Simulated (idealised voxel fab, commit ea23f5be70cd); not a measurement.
process module | voxel capacitor over wiring
This is section cut - it's 230 nm across, gridded in 5 nm square cells.
Notation: cross-section as square-cell grid; stated in bands, top first, going down; one or more cell rows per band. Quick guide to a band line: top height, bottom height (nm) up front; then every material left to right with its width in nm. Only one material and it's marked "edge to edge"? Then it fills the band edge to edge. And "empty" just means empty space. Heights are expressed relative to 0, this being the level below which the as-received wafer comprises one material exclusively. The lowest band is unbounded in the downward direction and is denoted as in "0 nm and below". Width "30 to 40": first value at the band's top row of cells, second value at its bottom row, equal change from row to row. Key: "nothing was modified" - step with no changed cell in the cross-section. Empty spaces counting at least 8 cells and having no open way to the top are listed in "Enclosed void listing". The notation width x height at distance is used for each, the distance being from the left edge and all three values in nm. Past the settings on a step's line: simulator remark, on that step. The line of a step may include "overlay nm". On a step with a mask, this value is how far to the right of its planned place the mask lay. A negative value means the mask lay to the left.

Below is the list of planned process steps
| 1 | RECEIVE (material Si) |
| 2 | CONFORMAL_DEP (material SiO2; thk nm 15) |
| 3 | CONFORMAL_DEP (material SiCN; thk nm 5) |
| 4 | DIRECTIONAL_DEP (material lowk; thk nm 25) |
| 5 | DIRECTIONAL_DEP (material aC; thk nm 15) |
| 6 | PATTERN (tone open; mask id METAL_1; material resist; width nm 25; pitch nm 95; thk nm 35; overlay nm 0) |
| 7 | DIRECTIONAL_ETCH (etch materials aC; depth nm 15) |
| 8 | STRIP (etch materials resist) |
| 9 | DIRECTIONAL_ETCH (etch materials lowk; depth nm 25) |
| 10 | DIRECTIONAL_ETCH (etch materials SiCN; depth nm 5) |
| 11 | STRIP (etch materials aC) |
| 12 | CONFORMAL_DEP (material TiN; thk nm 5) |
| 13 | FILL_DEP (material Ru; thk nm 5) |
| 14 | CMP (height nm 45) |
| 15 | CONFORMAL_DEP (material SiCN; thk nm 5) |
| 16 | DIRECTIONAL_DEP (material lowk; thk nm 15) |
| 17 | DIRECTIONAL_DEP (material aC; thk nm 15) |
| 18 | PATTERN (tone open; mask id PLUG_1; material resist; width nm 15; thk nm 30; overlay nm 0) |
| 19 | DIRECTIONAL_ETCH (etch materials aC; depth nm 15) |
| 20 | STRIP (etch materials resist) |
| 21 | DIRECTIONAL_ETCH (etch materials lowk; depth nm 15) |
| 22 | DIRECTIONAL_ETCH (etch materials SiCN; depth nm 5) |
| 23 | STRIP (etch materials aC) |
| 24 | CONFORMAL_DEP (material TiN; thk nm 5) |
| 25 | FILL_DEP (material W; thk nm 5) |
| 26 | CMP (height nm 65) |
| 27 | DIRECTIONAL_DEP (material TiN; thk nm 5) |
| 28 | DIRECTIONAL_DEP (material Al2O3; thk nm 5) |
| 29 | DIRECTIONAL_DEP (material TiN; thk nm 5) |
| 30 | DIRECTIONAL_DEP (material aC; thk nm 10) |
| 31 | PATTERN (tone cover; mask id UPPER_PLATE; material resist; width nm 75; thk nm 30; overlay nm 0) |
| 32 | DIRECTIONAL_ETCH (etch materials aC; depth nm 10) |
| 33 | STRIP (etch materials resist) |
| 34 | DIRECTIONAL_ETCH (etch materials TiN; depth nm 5) |
| 35 | DIRECTIONAL_ETCH (etch materials Al2O3; depth nm 5) |
| 36 | STRIP (etch materials aC) |
| 37 | MASKED_ETCH (tone cover; mask id LOWER_PLATE; width nm 85; etch materials TiN; depth nm 5; overlay nm 0) |
| 38 | FILL_DEP (material SiO2; thk nm 20) |
| 39 | CMP (height nm 95) |
| 40 | PATTERN (tone open; mask id PLUG_2; material resist; width nm 15; thk nm 15; overlay nm 0) |
| 41 | DIRECTIONAL_ETCH (etch materials SiO2; depth nm 15) |
| 42 | STRIP (etch materials resist) |
| 43 | CONFORMAL_DEP (material TiN; thk nm 5) |
| 44 | FILL_DEP (material Cu; thk nm 5) |
| 45 | CMP (height nm 95) |
| 46 | CONFORMAL_DEP (material SiCN; thk nm 5) |

The first of the two wafers, which ran as planned

Cross-section, incoming material, after step 1
> 0 nm and below | Si edge to edge
> Enclosed void listing: none

Wafer after step 2 (cross-section)
> 15 nm to 0 nm | SiO2 edge to edge
> Note: structure below 0 unchanged.

Wafer after step 3 (cross-section)
> 20 nm to 15 nm | SiCN edge to edge
> Note: structure below 15 unchanged.

Wafer after step 4 (cross-section)
> 45 nm to 20 nm | lowk edge to edge
> Note: structure below 20 unchanged.

Wafer after step 5 (cross-section)
> 60 nm to 45 nm | aC edge to edge
> Note: structure below 45 unchanged.

Wafer after step 6 (cross-section)
> 95 nm to 60 nm | resist (55) | empty (25) | resist (70) | empty (25) | resist (55)
> Note: structure below 60 unchanged.

Wafer after step 7 (cross-section)
> 80 nm to 60 nm | resist (55) | empty (25) | resist (70) | empty (25) | resist (55)
> 60 nm to 45 nm | aC (55) | empty (25) | aC (70) | empty (25) | aC (55)
> Note: structure below 45 unchanged.

Wafer after step 8 (cross-section)
> 60 nm to 45 nm | aC (55) | empty (25) | aC (70) | empty (25) | aC (55)
> Note: structure below 45 unchanged.

Wafer after step 9 (cross-section)
> 60 nm to 45 nm | aC (55) | empty (25) | aC (70) | empty (25) | aC (55)
> 45 nm to 20 nm | lowk (55) | empty (25) | lowk (70) | empty (25) | lowk (55)
> Note: structure below 20 unchanged.

Wafer after step 10 (cross-section)
> 60 nm to 45 nm | aC (55) | empty (25) | aC (70) | empty (25) | aC (55)
> 45 nm to 20 nm | lowk (55) | empty (25) | lowk (70) | empty (25) | lowk (55)
> 20 nm to 15 nm | SiCN (55) | empty (25) | SiCN (70) | empty (25) | SiCN (55)
> Note: structure below 15 unchanged.

Wafer after step 11 (cross-section)
> 45 nm to 20 nm | lowk (55) | empty (25) | lowk (70) | empty (25) | lowk (55)
> Note: structure below 20 unchanged.

Wafer after step 12 (cross-section)
> 50 nm to 45 nm | TiN (60) | empty (15) | TiN (80) | empty (15) | TiN (60)
> 45 nm to 20 nm | lowk (55) | TiN (5) | empty (15) | TiN (5) | lowk (70) | TiN (5) | empty (15) | TiN (5) | lowk (55)
> 20 nm to 15 nm | SiCN (55) | TiN (25) | SiCN (70) | TiN (25) | SiCN (55)
> Note: structure below 15 unchanged.

Wafer after step 13 (cross-section)
> 55 nm to 50 nm | Ru edge to edge
> 50 nm to 45 nm | TiN (60) | Ru (15) | TiN (80) | Ru (15) | TiN (60)
> 45 nm to 20 nm | lowk (55) | TiN (5) | Ru (15) | TiN (5) | lowk (70) | TiN (5) | Ru (15) | TiN (5) | lowk (55)
> Note: structure below 20 unchanged.

Wafer after step 14 (cross-section)
> 45 nm to 20 nm | lowk (55) | TiN (5) | Ru (15) | TiN (5) | lowk (70) | TiN (5) | Ru (15) | TiN (5) | lowk (55)
> Note: structure below 20 unchanged.

Wafer after step 15 (cross-section)
> 50 nm to 45 nm | SiCN edge to edge
> Note: structure below 45 unchanged.

Wafer after step 16 (cross-section)
> 65 nm to 50 nm | lowk edge to edge
> Note: structure below 50 unchanged.

Wafer after step 17 (cross-section)
> 80 nm to 65 nm | aC edge to edge
> Note: structure below 65 unchanged.

Wafer after step 18 (cross-section)
> 110 nm to 80 nm | resist (65) | empty (15) | resist (150)
> Note: structure below 80 unchanged.

Wafer after step 19 (cross-section)
> 95 nm to 80 nm | resist (65) | empty (15) | resist (150)
> 80 nm to 65 nm | aC (65) | empty (15) | aC (150)
> Note: structure below 65 unchanged.

Wafer after step 20 (cross-section)
> 80 nm to 65 nm | aC (65) | empty (15) | aC (150)
> Note: structure below 65 unchanged.

Wafer after step 21 (cross-section)
> 80 nm to 65 nm | aC (65) | empty (15) | aC (150)
> 65 nm to 50 nm | lowk (65) | empty (15) | lowk (150)
> Note: structure below 50 unchanged.

Wafer after step 22 (cross-section)
> 80 nm to 65 nm | aC (65) | empty (15) | aC (150)
> 65 nm to 50 nm | lowk (65) | empty (15) | lowk (150)
> 50 nm to 45 nm | SiCN (65) | empty (15) | SiCN (150)
> Note: structure below 45 unchanged.

Wafer after step 23 (cross-section)
> 65 nm to 50 nm | lowk (65) | empty (15) | lowk (150)
> Note: structure below 50 unchanged.

Wafer after step 24 (cross-section)
> 70 nm to 65 nm | TiN (70) | empty (5) | TiN (155)
> 65 nm to 50 nm | lowk (65) | TiN (5) | empty (5) | TiN (5) | lowk (150)
> 50 nm to 45 nm | SiCN (65) | TiN (15) | SiCN (150)
> Note: structure below 45 unchanged.

Wafer after step 25 (cross-section)
> 75 nm to 70 nm | W edge to edge
> 70 nm to 65 nm | TiN (70) | W (5) | TiN (155)
> 65 nm to 50 nm | lowk (65) | TiN (5) | W (5) | TiN (5) | lowk (150)
> Note: structure below 50 unchanged.

Wafer after step 26 (cross-section)
> 65 nm to 50 nm | lowk (65) | TiN (5) | W (5) | TiN (5) | lowk (150)
> Note: structure below 50 unchanged.

Wafer after step 27 (cross-section)
> 70 nm to 65 nm | TiN edge to edge
> Note: structure below 65 unchanged.

Wafer after step 28 (cross-section)
> 75 nm to 70 nm | Al2O3 edge to edge
> Note: structure below 70 unchanged.

Wafer after step 29 (cross-section)
> 80 nm to 75 nm | TiN edge to edge
> Note: structure below 75 unchanged.

Wafer after step 30 (cross-section)
> 90 nm to 80 nm | aC edge to edge
> Note: structure below 80 unchanged.

Wafer after step 31 (cross-section)
> 120 nm to 90 nm | empty (65) | resist (75) | empty (90)
> Note: structure below 90 unchanged.

Wafer after step 32 (cross-section)
> 110 nm to 90 nm | empty (65) | resist (75) | empty (90)
> 90 nm to 80 nm | empty (65) | aC (75) | empty (90)
> Note: structure below 80 unchanged.

Wafer after step 33 (cross-section)
> 90 nm to 80 nm | empty (65) | aC (75) | empty (90)
> Note: structure below 80 unchanged.

Wafer after step 34 (cross-section)
> 90 nm to 80 nm | empty (65) | aC (75) | empty (90)
> 80 nm to 75 nm | empty (65) | TiN (75) | empty (90)
> Note: structure below 75 unchanged.

Wafer after step 35 (cross-section)
> 90 nm to 80 nm | empty (65) | aC (75) | empty (90)
> 80 nm to 75 nm | empty (65) | TiN (75) | empty (90)
> 75 nm to 70 nm | empty (65) | Al2O3 (75) | empty (90)
> Note: structure below 70 unchanged.

Wafer after step 36 (cross-section)
> 80 nm to 75 nm | empty (65) | TiN (75) | empty (90)
> Note: structure below 75 unchanged.

Wafer after step 37 (cross-section)
> 80 nm to 75 nm | empty (65) | TiN (75) | empty (90)
> 75 nm to 70 nm | empty (65) | Al2O3 (75) | empty (90)
> 70 nm to 65 nm | empty (60) | TiN (85) | empty (85)
> Note: structure below 65 unchanged.

Wafer after step 38 (cross-section)
> 100 nm to 80 nm | SiO2 edge to edge
> 80 nm to 75 nm | SiO2 (65) | TiN (75) | SiO2 (90)
> 75 nm to 70 nm | SiO2 (65) | Al2O3 (75) | SiO2 (90)
> 70 nm to 65 nm | SiO2 (60) | TiN (85) | SiO2 (85)
> Note: structure below 65 unchanged.

Wafer after step 39 (cross-section)
> 95 nm to 80 nm | SiO2 edge to edge
> Note: structure below 80 unchanged.

Wafer after step 40 (cross-section)
> 110 nm to 95 nm | resist (75) | empty (15) | resist (140)
> Note: structure below 95 unchanged.

Wafer after step 41 (cross-section)
> 110 nm to 95 nm | resist (75) | empty (15) | resist (140)
> 95 nm to 80 nm | SiO2 (75) | empty (15) | SiO2 (140)
> Note: structure below 80 unchanged.

Wafer after step 42 (cross-section)
> 95 nm to 80 nm | SiO2 (75) | empty (15) | SiO2 (140)
> Note: structure below 80 unchanged.

Wafer after step 43 (cross-section)
> 100 nm to 95 nm | TiN (80) | empty (5) | TiN (145)
> 95 nm to 85 nm | SiO2 (75) | TiN (5) | empty (5) | TiN (5) | SiO2 (140)
> 85 nm to 75 nm | SiO2 (75 to 65) | TiN (15 to 75) | SiO2 (140 to 90)
> Note: structure below 75 unchanged.

Wafer after step 44 (cross-section)
> 105 nm to 100 nm | Cu edge to edge
> 100 nm to 95 nm | TiN (80) | Cu (5) | TiN (145)
> 95 nm to 85 nm | SiO2 (75) | TiN (5) | Cu (5) | TiN (5) | SiO2 (140)
> Note: structure below 85 unchanged.

Wafer after step 45 (cross-section)
> 95 nm to 85 nm | SiO2 (75) | TiN (5) | Cu (5) | TiN (5) | SiO2 (140)
> Note: structure below 85 unchanged.

Wafer after step 46 (cross-section)
> 100 nm to 95 nm | SiCN edge to edge
> Note: structure below 95 unchanged.

The Second Wafer: Common Origin and Plan, One Mistake in Execution, Identical to the First Through Step 17

Cross-sectional representation of the second wafer at the time designated in the plan for the completion of step 18
> 110 nm to 80 nm | resist (65) | empty (20) | resist (145)
> Note: structure below 80 unchanged.

Cross-sectional representation of the second wafer at the time designated in the plan for the completion of step 19
> 95 nm to 80 nm | resist (65) | empty (20) | resist (145)
> 80 nm to 65 nm | aC (65) | empty (20) | aC (145)
> Note: structure below 65 unchanged.

Cross-sectional representation of the second wafer at the time designated in the plan for the completion of step 20
> 80 nm to 65 nm | aC (65) | empty (20) | aC (145)
> Note: structure below 65 unchanged.

Cross-sectional representation of the second wafer at the time designated in the plan for the completion of step 21
> 80 nm to 65 nm | aC (65) | empty (20) | aC (145)
> 65 nm to 50 nm | lowk (65) | empty (20) | lowk (145)
> Note: structure below 50 unchanged.

Cross-sectional representation of the second wafer at the time designated in the plan for the completion of step 22
> 80 nm to 65 nm | aC (65) | empty (20) | aC (145)
> 65 nm to 50 nm | lowk (65) | empty (20) | lowk (145)
> 50 nm to 45 nm | SiCN (65) | empty (20) | SiCN (145)
> Note: structure below 45 unchanged.

Cross-sectional representation of the second wafer at the time designated in the plan for the completion of step 23
> 65 nm to 50 nm | lowk (65) | empty (20) | lowk (145)
> Note: structure below 50 unchanged.

Cross-sectional representation of the second wafer at the time designated in the plan for the completion of step 24
> 70 nm to 65 nm | TiN (70) | empty (10) | TiN (150)
> 65 nm to 50 nm | lowk (65) | TiN (5) | empty (10) | TiN (5) | lowk (145)
> 50 nm to 45 nm | SiCN (65) | TiN (20) | SiCN (145)
> Note: structure below 45 unchanged.

Cross-sectional representation of the second wafer at the time designated in the plan for the completion of step 25
> 75 nm to 70 nm | W edge to edge
> 70 nm to 65 nm | TiN (70) | W (10) | TiN (150)
> 65 nm to 50 nm | lowk (65) | TiN (5) | W (10) | TiN (5) | lowk (145)
> Note: structure below 50 unchanged.

Cross-sectional representation of the second wafer at the time designated in the plan for the completion of step 26
> 65 nm to 50 nm | lowk (65) | TiN (5) | W (10) | TiN (5) | lowk (145)
> Note: structure below 50 unchanged.

Cross-sectional representation of the second wafer at the time designated in the plan for the completion of step 27
> 70 nm to 65 nm | TiN edge to edge
> Note: structure below 65 unchanged.

Cross-sectional representation of the second wafer at the time designated in the plan for the completion of step 28
> 75 nm to 70 nm | Al2O3 edge to edge
> Note: structure below 70 unchanged.

Cross-sectional representation of the second wafer at the time designated in the plan for the completion of step 29
> 80 nm to 75 nm | TiN edge to edge
> Note: structure below 75 unchanged.

Cross-sectional representation of the second wafer at the time designated in the plan for the completion of step 30
> 90 nm to 80 nm | aC edge to edge
> Note: structure below 80 unchanged.

Cross-sectional representation of the second wafer at the time designated in the plan for the completion of step 31
> 120 nm to 90 nm | empty (65) | resist (75) | empty (90)
> Note: structure below 90 unchanged.

Cross-sectional representation of the second wafer at the time designated in the plan for the completion of step 32
> 110 nm to 90 nm | empty (65) | resist (75) | empty (90)
> 90 nm to 80 nm | empty (65) | aC (75) | empty (90)
> Note: structure below 80 unchanged.

Cross-sectional representation of the second wafer at the time designated in the plan for the completion of step 33
> 90 nm to 80 nm | empty (65) | aC (75) | empty (90)
> Note: structure below 80 unchanged.

Cross-sectional representation of the second wafer at the time designated in the plan for the completion of step 34
> 90 nm to 80 nm | empty (65) | aC (75) | empty (90)
> 80 nm to 75 nm | empty (65) | TiN (75) | empty (90)
> Note: structure below 75 unchanged.

Cross-sectional representation of the second wafer at the time designated in the plan for the completion of step 35
> 90 nm to 80 nm | empty (65) | aC (75) | empty (90)
> 80 nm to 75 nm | empty (65) | TiN (75) | empty (90)
> 75 nm to 70 nm | empty (65) | Al2O3 (75) | empty (90)
> Note: structure below 70 unchanged.

Cross-sectional representation of the second wafer at the time designated in the plan for the completion of step 36
> 80 nm to 75 nm | empty (65) | TiN (75) | empty (90)
> Note: structure below 75 unchanged.

Cross-sectional representation of the second wafer at the time designated in the plan for the completion of step 37
> 80 nm to 75 nm | empty (65) | TiN (75) | empty (90)
> 75 nm to 70 nm | empty (65) | Al2O3 (75) | empty (90)
> 70 nm to 65 nm | empty (60) | TiN (85) | empty (85)
> Note: structure below 65 unchanged.

Cross-sectional representation of the second wafer at the time designated in the plan for the completion of step 38
> 100 nm to 80 nm | SiO2 edge to edge
> 80 nm to 75 nm | SiO2 (65) | TiN (75) | SiO2 (90)
> 75 nm to 70 nm | SiO2 (65) | Al2O3 (75) | SiO2 (90)
> 70 nm to 65 nm | SiO2 (60) | TiN (85) | SiO2 (85)
> Note: structure below 65 unchanged.

Cross-sectional representation of the second wafer at the time designated in the plan for the completion of step 39
> 95 nm to 80 nm | SiO2 edge to edge
> Note: structure below 80 unchanged.

Cross-sectional representation of the second wafer at the time designated in the plan for the completion of step 40
> 110 nm to 95 nm | resist (75) | empty (15) | resist (140)
> Note: structure below 95 unchanged.

Cross-sectional representation of the second wafer at the time designated in the plan for the completion of step 41
> 110 nm to 95 nm | resist (75) | empty (15) | resist (140)
> 95 nm to 80 nm | SiO2 (75) | empty (15) | SiO2 (140)
> Note: structure below 80 unchanged.

Cross-sectional representation of the second wafer at the time designated in the plan for the completion of step 42
> 95 nm to 80 nm | SiO2 (75) | empty (15) | SiO2 (140)
> Note: structure below 80 unchanged.

Cross-sectional representation of the second wafer at the time designated in the plan for the completion of step 43
> 100 nm to 95 nm | TiN (80) | empty (5) | TiN (145)
> 95 nm to 85 nm | SiO2 (75) | TiN (5) | empty (5) | TiN (5) | SiO2 (140)
> 85 nm to 75 nm | SiO2 (75 to 65) | TiN (15 to 75) | SiO2 (140 to 90)
> Note: structure below 75 unchanged.

Cross-sectional representation of the second wafer at the time designated in the plan for the completion of step 44
> 105 nm to 100 nm | Cu edge to edge
> 100 nm to 95 nm | TiN (80) | Cu (5) | TiN (145)
> 95 nm to 85 nm | SiO2 (75) | TiN (5) | Cu (5) | TiN (5) | SiO2 (140)
> Note: structure below 85 unchanged.

Cross-sectional representation of the second wafer at the time designated in the plan for the completion of step 45
> 95 nm to 85 nm | SiO2 (75) | TiN (5) | Cu (5) | TiN (5) | SiO2 (140)
> Note: structure below 85 unchanged.

Cross-sectional representation of the second wafer at the time designated in the plan for the completion of step 46
> 100 nm to 95 nm | SiCN edge to edge
> Note: structure below 95 unchanged.
Which mistake was made when the wafer was run? rather than as planned, step 18 actually ran as PATTERN (tone open; mask id PLUG_1; material resist; width nm 20; thk nm 30; overlay nm 0)
Final comparison by cell count, materials where the second wafer has more or fewer than the first: SiCN -1; TiN +1; W +3; lowk -3
